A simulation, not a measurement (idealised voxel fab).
Documented hereafter: the process module known as voxel wiring stack.
In the cross-section labelled cut, the width is 230 nm and each square cell is 5 nm.
We lay out every cross-section as a grid of square cells and spell it out in bands from the top down, where one band means one or more rows of cells.
Heads up on the band format: heights come first, top then bottom, in nm. After that it's the materials left to right, each with its width in nm. A single material flagged "edge to edge" fills the whole band edge to edge, and "empty" means there's empty space there.
Zero point of the height axis is 0; under it, received wafer = one material. Lowest band: continues down indefinitely, "0 and below".
Per-row width for "30->40": begins at first number (top row of band), ends at second number (bottom row), increment between rows held constant.
Step note "everything unchanged" = no cross-section cell changed.
Closed empty spaces (no open way to the top) of 8 cells or more are what "Cavities, closed" lists, each as width x height at distance from the left edge, nm for all three.
Whatever follows a step's settings on its line is a remark the simulator itself makes about that step.
For masked steps, "overlay nm" on the step line gives how far right of plan the mask actually lay; a minus sign means it lay to the left.
Steps planned for the process:
step 1: RECEIVE | material Si
step 2: CONFORMAL_DEP | material SiO2 | thk nm 15
step 3: CONFORMAL_DEP | material SiN | thk nm 5
step 4: DIRECTIONAL_DEP | material lowk | thk nm 15
step 5: PATTERN | tone open | mask id METAL_1 | material resist | width nm 20 | pitch nm 50 | thk nm 20 | overlay nm 0
step 6: DIRECTIONAL_ETCH | etch materials lowk | depth nm 15
step 7: DIRECTIONAL_ETCH | etch materials SiN | depth nm 5
step 8: STRIP | etch materials resist
step 9: CONFORMAL_DEP | material TiN | thk nm 5
step 10: FILL_DEP | material W | thk nm 10
step 11: CMP | height nm 35
step 12: EPI | material Ru | thk nm 5
step 13: FILL_DEP | material SiCN | thk nm 5
step 14: DIRECTIONAL_DEP | material lowk | thk nm 30
step 15: PATTERN | tone open | mask id METAL_2_HOLES | material resist | width nm 15 | pitch nm 50 | thk nm 20 | overlay nm 0
step 16: DIRECTIONAL_ETCH | etch materials lowk | depth nm 30
step 17: STRIP | etch materials resist
step 18: DIRECTIONAL_DEP | material aC | thk nm 15
step 19: PATTERN | tone open | mask id METAL_2 | material resist | width nm 20 | pitch nm 50 | thk nm 30 | overlay nm 0
step 20: DIRECTIONAL_ETCH | etch materials aC | depth nm 15
step 21: STRIP | etch materials resist
step 22: DIRECTIONAL_ETCH | etch materials lowk | depth nm 20
step 23: DIRECTIONAL_ETCH | etch materials SiCN | depth nm 5
step 24: STRIP | etch materials aC
step 25: CONFORMAL_DEP | material TiN | thk nm 5
step 26: FILL_DEP | material Cu | thk nm 5
step 27: CMP | height nm 75
step 28: CONFORMAL_DEP | material SiCN | thk nm 5
step 29: DIRECTIONAL_DEP | material lowk | thk nm 25
step 30: MASKED_ETCH | tone open | mask id METAL_3_HOLES | width nm 15 | pitch nm 50 | etch materials lowk | depth nm 25 | overlay nm 0
step 31: DIRECTIONAL_DEP | material aC | thk nm 10
step 32: PATTERN | tone open | mask id METAL_3 | material resist | width nm 20 | pitch nm 50 | thk nm 30 | overlay nm 0
step 33: DIRECTIONAL_ETCH | etch materials aC | depth nm 10
step 34: STRIP | etch materials resist
step 35: DIRECTIONAL_ETCH | etch materials lowk | depth nm 15
step 36: DIRECTIONAL_ETCH | etch materials SiCN | depth nm 5
step 37: STRIP | etch materials aC
step 38: CONFORMAL_DEP | material TiN | thk nm 5
step 39: FILL_DEP | material Ru | thk nm 5
step 40: CMP | height nm 105
step 41: CONFORMAL_DEP | material SiN | thk nm 5
First of two wafers, with the run carried out as planned:
The cross-section here shows the wafer as received, i.e. in its state after step 1:
> 0 and below: Si edge to edge
> Cavities, closed: none
Cross-section of the wafer subsequent to step 2:
> 15 down to 0: SiO2 edge to edge
> Nothing below the height 0 has changed.
Cross-section of the wafer subsequent to step 3:
> 20 down to 15: SiN edge to edge
> Nothing below the height 15 has changed.
Cross-section of the wafer subsequent to step 4:
> 35 down to 20: lowk edge to edge
> Nothing below the height 20 has changed.
Cross-section of the wafer subsequent to step 5:
> 55 down to 35: 30 nm resist / 20 nm empty / 30 nm resist / 20 nm empty / 30 nm resist / 20 nm empty / 30 nm resist / 20 nm empty / 30 nm resist
> Nothing below the height 35 has changed.
Cross-section of the wafer subsequent to step 6:
> 55 down to 35: 30 nm resist / 20 nm empty / 30 nm resist / 20 nm empty / 30 nm resist / 20 nm empty / 30 nm resist / 20 nm empty / 30 nm resist
> 35 down to 20: 30 nm lowk / 20 nm empty / 30 nm lowk / 20 nm empty / 30 nm lowk / 20 nm empty / 30 nm lowk / 20 nm empty / 30 nm lowk
> Nothing below the height 20 has changed.
Cross-section of the wafer subsequent to step 7:
> 55 down to 35: 30 nm resist / 20 nm empty / 30 nm resist / 20 nm empty / 30 nm resist / 20 nm empty / 30 nm resist / 20 nm empty / 30 nm resist
> 35 down to 20: 30 nm lowk / 20 nm empty / 30 nm lowk / 20 nm empty / 30 nm lowk / 20 nm empty / 30 nm lowk / 20 nm empty / 30 nm lowk
> 20 down to 15: 30 nm SiN / 20 nm empty / 30 nm SiN / 20 nm empty / 30 nm SiN / 20 nm empty / 30 nm SiN / 20 nm empty / 30 nm SiN
> Nothing below the height 15 has changed.
Cross-section of the wafer subsequent to step 8:
> 35 down to 20: 30 nm lowk / 20 nm empty / 30 nm lowk / 20 nm empty / 30 nm lowk / 20 nm empty / 30 nm lowk / 20 nm empty / 30 nm lowk
> Nothing below the height 20 has changed.
Cross-section of the wafer subsequent to step 9:
> 40 down to 35: 35 nm TiN / 10 nm empty / 40 nm TiN / 10 nm empty / 40 nm TiN / 10 nm empty / 40 nm TiN / 10 nm empty / 35 nm TiN
> 35 down to 20: 30 nm lowk / 5 nm TiN / 10 nm empty / 5 nm TiN / 30 nm lowk / 5 nm TiN / 10 nm empty / 5 nm TiN / 30 nm lowk / 5 nm TiN / 10 nm empty / 5 nm TiN / 30 nm lowk / 5 nm TiN / 10 nm empty / 5 nm TiN / 30 nm lowk
> 20 down to 15: 30 nm SiN / 20 nm TiN / 30 nm SiN / 20 nm TiN / 30 nm SiN / 20 nm TiN / 30 nm SiN / 20 nm TiN / 30 nm SiN
> Nothing below the height 15 has changed.
Cross-section of the wafer subsequent to step 10:
> 50 down to 40: W edge to edge
> 40 down to 35: 35 nm TiN / 10 nm W / 40 nm TiN / 10 nm W / 40 nm TiN / 10 nm W / 40 nm TiN / 10 nm W / 35 nm TiN
> 35 down to 20: 30 nm lowk / 5 nm TiN / 10 nm W / 5 nm TiN / 30 nm lowk / 5 nm TiN / 10 nm W / 5 nm TiN / 30 nm lowk / 5 nm TiN / 10 nm W / 5 nm TiN / 30 nm lowk / 5 nm TiN / 10 nm W / 5 nm TiN / 30 nm lowk
> Nothing below the height 20 has changed.
Cross-section of the wafer subsequent to step 11:
> 35 down to 20: 30 nm lowk / 5 nm TiN / 10 nm W / 5 nm TiN / 30 nm lowk / 5 nm TiN / 10 nm W / 5 nm TiN / 30 nm lowk / 5 nm TiN / 10 nm W / 5 nm TiN / 30 nm lowk / 5 nm TiN / 10 nm W / 5 nm TiN / 30 nm lowk
> Nothing below the height 20 has changed.
Cross-section of the wafer subsequent to step 12:
> 40 down to 35: 25 nm empty / 30 nm Ru / 20 nm empty / 30 nm Ru / 20 nm empty / 30 nm Ru / 20 nm empty / 30 nm Ru / 25 nm empty
> Nothing below the height 35 has changed.
Cross-section of the wafer subsequent to step 13:
> 45 down to 40: SiCN edge to edge
> 40 down to 35: 25 nm SiCN / 30 nm Ru / 20 nm SiCN / 30 nm Ru / 20 nm SiCN / 30 nm Ru / 20 nm SiCN / 30 nm Ru / 25 nm SiCN
> Nothing below the height 35 has changed.
Cross-section of the wafer subsequent to step 14:
> 75 down to 45: lowk edge to edge
> Nothing below the height 45 has changed.
Cross-section of the wafer subsequent to step 15:
> 95 down to 75: 30 nm resist / 15 nm empty / 35 nm resist / 15 nm empty / 35 nm resist / 15 nm empty / 35 nm resist / 15 nm empty / 35 nm resist
> Nothing below the height 75 has changed.
Cross-section of the wafer subsequent to step 16:
> 95 down to 75: 30 nm resist / 15 nm empty / 35 nm resist / 15 nm empty / 35 nm resist / 15 nm empty / 35 nm resist / 15 nm empty / 35 nm resist
> 75 down to 45: 30 nm lowk / 15 nm empty / 35 nm lowk / 15 nm empty / 35 nm lowk / 15 nm empty / 35 nm lowk / 15 nm empty / 35 nm lowk
> Nothing below the height 45 has changed.
Cross-section of the wafer subsequent to step 17:
> 75 down to 45: 30 nm lowk / 15 nm empty / 35 nm lowk / 15 nm empty / 35 nm lowk / 15 nm empty / 35 nm lowk / 15 nm empty / 35 nm lowk
> Nothing below the height 45 has changed.
Cross-section of the wafer subsequent to step 18:
> 90 down to 75: 30 nm aC / 15 nm empty / 35 nm aC / 15 nm empty / 35 nm aC / 15 nm empty / 35 nm aC / 15 nm empty / 35 nm aC
> 75 down to 60: 30 nm lowk / 15 nm empty / 35 nm lowk / 15 nm empty / 35 nm lowk / 15 nm empty / 35 nm lowk / 15 nm empty / 35 nm lowk
> 60 down to 45: 30 nm lowk / 15 nm aC / 35 nm lowk / 15 nm aC / 35 nm lowk / 15 nm aC / 35 nm lowk / 15 nm aC / 35 nm lowk
> Nothing below the height 45 has changed.
Cross-section of the wafer subsequent to step 19:
> 120 down to 90: 30 nm resist / 20 nm empty / 30 nm resist / 20 nm empty / 30 nm resist / 20 nm empty / 30 nm resist / 20 nm empty / 30 nm resist
> Nothing below the height 90 has changed.
Cross-section of the wafer subsequent to step 20:
> 105 down to 90: 30 nm resist / 20 nm empty / 30 nm resist / 20 nm empty / 30 nm resist / 20 nm empty / 30 nm resist / 20 nm empty / 30 nm resist
> 90 down to 75: 30 nm aC / 20 nm empty / 30 nm aC / 20 nm empty / 30 nm aC / 20 nm empty / 30 nm aC / 20 nm empty / 30 nm aC
> 75 down to 45: 30 nm lowk / 15 nm empty / 35 nm lowk / 15 nm empty / 35 nm lowk / 15 nm empty / 35 nm lowk / 15 nm empty / 35 nm lowk
> Nothing below the height 45 has changed.
Cross-section of the wafer subsequent to step 21:
> 90 down to 75: 30 nm aC / 20 nm empty / 30 nm aC / 20 nm empty / 30 nm aC / 20 nm empty / 30 nm aC / 20 nm empty / 30 nm aC
> Nothing below the height 75 has changed.
Cross-section of the wafer subsequent to step 22:
> 90 down to 75: 30 nm aC / 20 nm empty / 30 nm aC / 20 nm empty / 30 nm aC / 20 nm empty / 30 nm aC / 20 nm empty / 30 nm aC
> 75 down to 55: 30 nm lowk / 20 nm empty / 30 nm lowk / 20 nm empty / 30 nm lowk / 20 nm empty / 30 nm lowk / 20 nm empty / 30 nm lowk
> Nothing below the height 55 has changed.
Cross-section of the wafer subsequent to step 23:
> 90 down to 75: 30 nm aC / 20 nm empty / 30 nm aC / 20 nm empty / 30 nm aC / 20 nm empty / 30 nm aC / 20 nm empty / 30 nm aC
> 75 down to 55: 30 nm lowk / 20 nm empty / 30 nm lowk / 20 nm empty / 30 nm lowk / 20 nm empty / 30 nm lowk / 20 nm empty / 30 nm lowk
> 55 down to 45: 30 nm lowk / 15 nm empty / 35 nm lowk / 15 nm empty / 35 nm lowk / 15 nm empty / 35 nm lowk / 15 nm empty / 35 nm lowk
> 45 down to 40: 30 nm SiCN / 15 nm empty / 35 nm SiCN / 15 nm empty / 35 nm SiCN / 15 nm empty / 35 nm SiCN / 15 nm empty / 35 nm SiCN
> Nothing below the height 40 has changed.
Cross-section of the wafer subsequent to step 24:
> 75 down to 55: 30 nm lowk / 20 nm empty / 30 nm lowk / 20 nm empty / 30 nm lowk / 20 nm empty / 30 nm lowk / 20 nm empty / 30 nm lowk
> Nothing below the height 55 has changed.
Cross-section of the wafer subsequent to step 25:
> 80 down to 75: 35 nm TiN / 10 nm empty / 40 nm TiN / 10 nm empty / 40 nm TiN / 10 nm empty / 40 nm TiN / 10 nm empty / 35 nm TiN
> 75 down to 60: 30 nm lowk / 5 nm TiN / 10 nm empty / 5 nm TiN / 30 nm lowk / 5 nm TiN / 10 nm empty / 5 nm TiN / 30 nm lowk / 5 nm TiN / 10 nm empty / 5 nm TiN / 30 nm lowk / 5 nm TiN / 10 nm empty / 5 nm TiN / 30 nm lowk
> 60 down to 55: 30 nm lowk / 5 nm TiN / 5 nm empty / 10 nm TiN / 30 nm lowk / 5 nm TiN / 5 nm empty / 10 nm TiN / 30 nm lowk / 5 nm TiN / 5 nm empty / 10 nm TiN / 30 nm lowk / 5 nm TiN / 5 nm empty / 10 nm TiN / 30 nm lowk
> 55 down to 45: 30 nm lowk / 5 nm TiN / 5 nm empty / 5 nm TiN / 35 nm lowk / 5 nm TiN / 5 nm empty / 5 nm TiN / 35 nm lowk / 5 nm TiN / 5 nm empty / 5 nm TiN / 35 nm lowk / 5 nm TiN / 5 nm empty / 5 nm TiN / 35 nm lowk
> 45 down to 40: 30 nm SiCN / 15 nm TiN / 35 nm SiCN / 15 nm TiN / 35 nm SiCN / 15 nm TiN / 35 nm SiCN / 15 nm TiN / 35 nm SiCN
> Nothing below the height 40 has changed.
Cross-section of the wafer subsequent to step 26:
> 85 down to 80: Cu edge to edge
> 80 down to 75: 35 nm TiN / 10 nm Cu / 40 nm TiN / 10 nm Cu / 40 nm TiN / 10 nm Cu / 40 nm TiN / 10 nm Cu / 35 nm TiN
> 75 down to 60: 30 nm lowk / 5 nm TiN / 10 nm Cu / 5 nm TiN / 30 nm lowk / 5 nm TiN / 10 nm Cu / 5 nm TiN / 30 nm lowk / 5 nm TiN / 10 nm Cu / 5 nm TiN / 30 nm lowk / 5 nm TiN / 10 nm Cu / 5 nm TiN / 30 nm lowk
> 60 down to 55: 30 nm lowk / 5 nm TiN / 5 nm Cu / 10 nm TiN / 30 nm lowk / 5 nm TiN / 5 nm Cu / 10 nm TiN / 30 nm lowk / 5 nm TiN / 5 nm Cu / 10 nm TiN / 30 nm lowk / 5 nm TiN / 5 nm Cu / 10 nm TiN / 30 nm lowk
> 55 down to 45: 30 nm lowk / 5 nm TiN / 5 nm Cu / 5 nm TiN / 35 nm lowk / 5 nm TiN / 5 nm Cu / 5 nm TiN / 35 nm lowk / 5 nm TiN / 5 nm Cu / 5 nm TiN / 35 nm lowk / 5 nm TiN / 5 nm Cu / 5 nm TiN / 35 nm lowk
> Nothing below the height 45 has changed.
Cross-section of the wafer subsequent to step 27:
> 75 down to 60: 30 nm lowk / 5 nm TiN / 10 nm Cu / 5 nm TiN / 30 nm lowk / 5 nm TiN / 10 nm Cu / 5 nm TiN / 30 nm lowk / 5 nm TiN / 10 nm Cu / 5 nm TiN / 30 nm lowk / 5 nm TiN / 10 nm Cu / 5 nm TiN / 30 nm lowk
> Nothing below the height 60 has changed.
Cross-section of the wafer subsequent to step 28:
> 80 down to 75: SiCN edge to edge
> Nothing below the height 75 has changed.
Cross-section of the wafer subsequent to step 29:
> 105 down to 80: lowk edge to edge
> Nothing below the height 80 has changed.
Cross-section of the wafer subsequent to step 30:
> 105 down to 80: 30 nm lowk / 15 nm empty / 35 nm lowk / 15 nm empty / 35 nm lowk / 15 nm empty / 35 nm lowk / 15 nm empty / 35 nm lowk
> Nothing below the height 80 has changed.
Cross-section of the wafer subsequent to step 31:
> 115 down to 105: 30 nm aC / 15 nm empty / 35 nm aC / 15 nm empty / 35 nm aC / 15 nm empty / 35 nm aC / 15 nm empty / 35 nm aC
> 105 down to 90: 30 nm lowk / 15 nm empty / 35 nm lowk / 15 nm empty / 35 nm lowk / 15 nm empty / 35 nm lowk / 15 nm empty / 35 nm lowk
> 90 down to 80: 30 nm lowk / 15 nm aC / 35 nm lowk / 15 nm aC / 35 nm lowk / 15 nm aC / 35 nm lowk / 15 nm aC / 35 nm lowk
> Nothing below the height 80 has changed.
Cross-section of the wafer subsequent to step 32:
> 145 down to 115: 30 nm resist / 20 nm empty / 30 nm resist / 20 nm empty / 30 nm resist / 20 nm empty / 30 nm resist / 20 nm empty / 30 nm resist
> Nothing below the height 115 has changed.
Cross-section of the wafer subsequent to step 33:
> 135 down to 115: 30 nm resist / 20 nm empty / 30 nm resist / 20 nm empty / 30 nm resist / 20 nm empty / 30 nm resist / 20 nm empty / 30 nm resist
> 115 down to 105: 30 nm aC / 20 nm empty / 30 nm aC / 20 nm empty / 30 nm aC / 20 nm empty / 30 nm aC / 20 nm empty / 30 nm aC
> 105 down to 80: 30 nm lowk / 15 nm empty / 35 nm lowk / 15 nm empty / 35 nm lowk / 15 nm empty / 35 nm lowk / 15 nm empty / 35 nm lowk
> Nothing below the height 80 has changed.
Cross-section of the wafer subsequent to step 34:
> 115 down to 105: 30 nm aC / 20 nm empty / 30 nm aC / 20 nm empty / 30 nm aC / 20 nm empty / 30 nm aC / 20 nm empty / 30 nm aC
> Nothing below the height 105 has changed.
Cross-section of the wafer subsequent to step 35:
> 115 down to 105: 30 nm aC / 20 nm empty / 30 nm aC / 20 nm empty / 30 nm aC / 20 nm empty / 30 nm aC / 20 nm empty / 30 nm aC
> 105 down to 90: 30 nm lowk / 20 nm empty / 30 nm lowk / 20 nm empty / 30 nm lowk / 20 nm empty / 30 nm lowk / 20 nm empty / 30 nm lowk
> Nothing below the height 90 has changed.
Cross-section of the wafer subsequent to step 36:
> 115 down to 105: 30 nm aC / 20 nm empty / 30 nm aC / 20 nm empty / 30 nm aC / 20 nm empty / 30 nm aC / 20 nm empty / 30 nm aC
> 105 down to 90: 30 nm lowk / 20 nm empty / 30 nm lowk / 20 nm empty / 30 nm lowk / 20 nm empty / 30 nm lowk / 20 nm empty / 30 nm lowk
> 90 down to 80: 30 nm lowk / 15 nm empty / 35 nm lowk / 15 nm empty / 35 nm lowk / 15 nm empty / 35 nm lowk / 15 nm empty / 35 nm lowk
> 80 down to 75: 30 nm SiCN / 15 nm empty / 35 nm SiCN / 15 nm empty / 35 nm SiCN / 15 nm empty / 35 nm SiCN / 15 nm empty / 35 nm SiCN
> Nothing below the height 75 has changed.
Cross-section of the wafer subsequent to step 37:
> 105 down to 90: 30 nm lowk / 20 nm empty / 30 nm lowk / 20 nm empty / 30 nm lowk / 20 nm empty / 30 nm lowk / 20 nm empty / 30 nm lowk
> Nothing below the height 90 has changed.
Cross-section of the wafer subsequent to step 38:
> 110 down to 105: 35 nm TiN / 10 nm empty / 40 nm TiN / 10 nm empty / 40 nm TiN / 10 nm empty / 40 nm TiN / 10 nm empty / 35 nm TiN
> 105 down to 95: 30 nm lowk / 5 nm TiN / 10 nm empty / 5 nm TiN / 30 nm lowk / 5 nm TiN / 10 nm empty / 5 nm TiN / 30 nm lowk / 5 nm TiN / 10 nm empty / 5 nm TiN / 30 nm lowk / 5 nm TiN / 10 nm empty / 5 nm TiN / 30 nm lowk
> 95 down to 90: 30 nm lowk / 5 nm TiN / 5 nm empty / 10 nm TiN / 30 nm lowk / 5 nm TiN / 5 nm empty / 10 nm TiN / 30 nm lowk / 5 nm TiN / 5 nm empty / 10 nm TiN / 30 nm lowk / 5 nm TiN / 5 nm empty / 10 nm TiN / 30 nm lowk
> 90 down to 80: 30 nm lowk / 5 nm TiN / 5 nm empty / 5 nm TiN / 35 nm lowk / 5 nm TiN / 5 nm empty / 5 nm TiN / 35 nm lowk / 5 nm TiN / 5 nm empty / 5 nm TiN / 35 nm lowk / 5 nm TiN / 5 nm empty / 5 nm TiN / 35 nm lowk
> 80 down to 75: 30 nm SiCN / 15 nm TiN / 35 nm SiCN / 15 nm TiN / 35 nm SiCN / 15 nm TiN / 35 nm SiCN / 15 nm TiN / 35 nm SiCN
> Nothing below the height 75 has changed.
Cross-section of the wafer subsequent to step 39:
> 115 down to 110: Ru edge to edge
> 110 down to 105: 35 nm TiN / 10 nm Ru / 40 nm TiN / 10 nm Ru / 40 nm TiN / 10 nm Ru / 40 nm TiN / 10 nm Ru / 35 nm TiN
> 105 down to 95: 30 nm lowk / 5 nm TiN / 10 nm Ru / 5 nm TiN / 30 nm lowk / 5 nm TiN / 10 nm Ru / 5 nm TiN / 30 nm lowk / 5 nm TiN / 10 nm Ru / 5 nm TiN / 30 nm lowk / 5 nm TiN / 10 nm Ru / 5 nm TiN / 30 nm lowk
> 95 down to 90: 30 nm lowk / 5 nm TiN / 5 nm Ru / 10 nm TiN / 30 nm lowk / 5 nm TiN / 5 nm Ru / 10 nm TiN / 30 nm lowk / 5 nm TiN / 5 nm Ru / 10 nm TiN / 30 nm lowk / 5 nm TiN / 5 nm Ru / 10 nm TiN / 30 nm lowk
> 90 down to 80: 30 nm lowk / 5 nm TiN / 5 nm Ru / 5 nm TiN / 35 nm lowk / 5 nm TiN / 5 nm Ru / 5 nm TiN / 35 nm lowk / 5 nm TiN / 5 nm Ru / 5 nm TiN / 35 nm lowk / 5 nm TiN / 5 nm Ru / 5 nm TiN / 35 nm lowk
> Nothing below the height 80 has changed.
Cross-section of the wafer subsequent to step 40:
> 105 down to 95: 30 nm lowk / 5 nm TiN / 10 nm Ru / 5 nm TiN / 30 nm lowk / 5 nm TiN / 10 nm Ru / 5 nm TiN / 30 nm lowk / 5 nm TiN / 10 nm Ru / 5 nm TiN / 30 nm lowk / 5 nm TiN / 10 nm Ru / 5 nm TiN / 30 nm lowk
> Nothing below the height 95 has changed.
Cross-section of the wafer subsequent to step 41:
> 110 down to 105: SiN edge to edge
> Nothing below the height 105 has changed.
Companion wafer, the second of two: same beginning, same intended sequence, one mistake in carrying it out; through step 31 inclusive it tracks the first exactly:
when step 32 should have ended:
> 145 down to 115: 20 nm resist / 20 nm empty / 30 nm resist / 20 nm empty / 30 nm resist / 20 nm empty / 30 nm resist / 20 nm empty / 40 nm resist
> 115 down to 105: 30 nm aC / 10 nm empty / 5 nm resist / 35 nm aC / 10 nm empty / 5 nm resist / 35 nm aC / 10 nm empty / 5 nm resist / 35 nm aC / 10 nm empty / 5 nm resist / 35 nm aC
> 105 down to 90: 30 nm lowk / 10 nm empty / 5 nm resist / 35 nm lowk / 10 nm empty / 5 nm resist / 35 nm lowk / 10 nm empty / 5 nm resist / 35 nm lowk / 10 nm empty / 5 nm resist / 35 nm lowk
> Nothing below the height 90 has changed.
when step 33 should have ended:
> 135 down to 115: 20 nm resist / 20 nm empty / 30 nm resist / 20 nm empty / 30 nm resist / 20 nm empty / 30 nm resist / 20 nm empty / 40 nm resist
> 115 down to 105: 20 nm aC / 20 nm empty / 5 nm resist / 25 nm aC / 20 nm empty / 5 nm resist / 25 nm aC / 20 nm empty / 5 nm resist / 25 nm aC / 20 nm empty / 5 nm resist / 35 nm aC
> 105 down to 90: 30 nm lowk / 10 nm empty / 5 nm resist / 35 nm lowk / 10 nm empty / 5 nm resist / 35 nm lowk / 10 nm empty / 5 nm resist / 35 nm lowk / 10 nm empty / 5 nm resist / 35 nm lowk
> 90 down to 80: 30 nm lowk / 10 nm empty / 5 nm aC / 35 nm lowk / 10 nm empty / 5 nm aC / 35 nm lowk / 10 nm empty / 5 nm aC / 35 nm lowk / 10 nm empty / 5 nm aC / 35 nm lowk
> Nothing below the height 80 has changed.
when step 34 should have ended:
> 115 down to 105: 20 nm aC / 25 nm empty / 25 nm aC / 25 nm empty / 25 nm aC / 25 nm empty / 25 nm aC / 25 nm empty / 35 nm aC
> 105 down to 90: 30 nm lowk / 15 nm empty / 35 nm lowk / 15 nm empty / 35 nm lowk / 15 nm empty / 35 nm lowk / 15 nm empty / 35 nm lowk
> Nothing below the height 90 has changed.
when step 35 should have ended:
> 115 down to 105: 20 nm aC / 25 nm empty / 25 nm aC / 25 nm empty / 25 nm aC / 25 nm empty / 25 nm aC / 25 nm empty / 35 nm aC
> 105 down to 90: 20 nm lowk / 25 nm empty / 25 nm lowk / 25 nm empty / 25 nm lowk / 25 nm empty / 25 nm lowk / 25 nm empty / 35 nm lowk
> Nothing below the height 90 has changed.
when step 36 should have ended:
> 115 down to 105: 20 nm aC / 25 nm empty / 25 nm aC / 25 nm empty / 25 nm aC / 25 nm empty / 25 nm aC / 25 nm empty / 35 nm aC
> 105 down to 90: 20 nm lowk / 25 nm empty / 25 nm lowk / 25 nm empty / 25 nm lowk / 25 nm empty / 25 nm lowk / 25 nm empty / 35 nm lowk
> 90 down to 80: 30 nm lowk / 10 nm empty / 5 nm aC / 35 nm lowk / 10 nm empty / 5 nm aC / 35 nm lowk / 10 nm empty / 5 nm aC / 35 nm lowk / 10 nm empty / 5 nm aC / 35 nm lowk
> 80 down to 75: 30 nm SiCN / 10 nm empty / 40 nm SiCN / 10 nm empty / 40 nm SiCN / 10 nm empty / 40 nm SiCN / 10 nm empty / 40 nm SiCN
> Nothing below the height 75 has changed.
when step 37 should have ended:
> 105 down to 90: 20 nm lowk / 25 nm empty / 25 nm lowk / 25 nm empty / 25 nm lowk / 25 nm empty / 25 nm lowk / 25 nm empty / 35 nm lowk
> 90 down to 80: 30 nm lowk / 15 nm empty / 35 nm lowk / 15 nm empty / 35 nm lowk / 15 nm empty / 35 nm lowk / 15 nm empty / 35 nm lowk
> Nothing below the height 80 has changed.
when step 38 should have ended:
> 110 down to 105: 25 nm TiN / 15 nm empty / 35 nm TiN / 15 nm empty / 35 nm TiN / 15 nm empty / 35 nm TiN / 15 nm empty / 40 nm TiN
> 105 down to 95: 20 nm lowk / 5 nm TiN / 15 nm empty / 5 nm TiN / 25 nm lowk / 5 nm TiN / 15 nm empty / 5 nm TiN / 25 nm lowk / 5 nm TiN / 15 nm empty / 5 nm TiN / 25 nm lowk / 5 nm TiN / 15 nm empty / 5 nm TiN / 35 nm lowk
> 95 down to 85: 20->30 nm lowk / 15->5 nm TiN / 5 nm empty / 5 nm TiN / 25->35 nm lowk / 15->5 nm TiN / 5 nm empty / 5 nm TiN / 25->35 nm lowk / 15->5 nm TiN / 5 nm empty / 5 nm TiN / 25->35 nm lowk / 15->5 nm TiN / 5 nm empty / 5 nm TiN / 35 nm lowk
> 85 down to 80: 30 nm lowk / 15 nm TiN / 35 nm lowk / 15 nm TiN / 35 nm lowk / 15 nm TiN / 35 nm lowk / 15 nm TiN / 35 nm lowk
> 80 down to 75: 30 nm SiCN / 10 nm TiN / 40 nm SiCN / 10 nm TiN / 40 nm SiCN / 10 nm TiN / 40 nm SiCN / 10 nm TiN / 40 nm SiCN
> Nothing below the height 75 has changed.
when step 39 should have ended:
> 115 down to 110: Ru edge to edge
> 110 down to 105: 25 nm TiN / 15 nm Ru / 35 nm TiN / 15 nm Ru / 35 nm TiN / 15 nm Ru / 35 nm TiN / 15 nm Ru / 40 nm TiN
> 105 down to 95: 20 nm lowk / 5 nm TiN / 15 nm Ru / 5 nm TiN / 25 nm lowk / 5 nm TiN / 15 nm Ru / 5 nm TiN / 25 nm lowk / 5 nm TiN / 15 nm Ru / 5 nm TiN / 25 nm lowk / 5 nm TiN / 15 nm Ru / 5 nm TiN / 35 nm lowk
> 95 down to 85: 20->30 nm lowk / 15->5 nm TiN / 5 nm Ru / 5 nm TiN / 25->35 nm lowk / 15->5 nm TiN / 5 nm Ru / 5 nm TiN / 25->35 nm lowk / 15->5 nm TiN / 5 nm Ru / 5 nm TiN / 25->35 nm lowk / 15->5 nm TiN / 5 nm Ru / 5 nm TiN / 35 nm lowk
> Nothing below the height 85 has changed.
when step 40 should have ended:
> 105 down to 95: 20 nm lowk / 5 nm TiN / 15 nm Ru / 5 nm TiN / 25 nm lowk / 5 nm TiN / 15 nm Ru / 5 nm TiN / 25 nm lowk / 5 nm TiN / 15 nm Ru / 5 nm TiN / 25 nm lowk / 5 nm TiN / 15 nm Ru / 5 nm TiN / 35 nm lowk
> Nothing below the height 95 has changed.
when step 41 should have ended:
> 110 down to 105: SiN edge to edge
> Nothing below the height 105 has changed.
The mistake made against the process plan was this: planned and actual differ for step 32; actual: PATTERN | tone open | mask id METAL_3 | material resist | width nm 20 | pitch nm 50 | thk nm 30 | overlay nm -10
In the final state, the cell counts of the second wafer exceed or fall short of those of the first for the following materials: 4 more of Ru; 4 more of SiCN; 4 more of TiN; 12 fewer of lowk
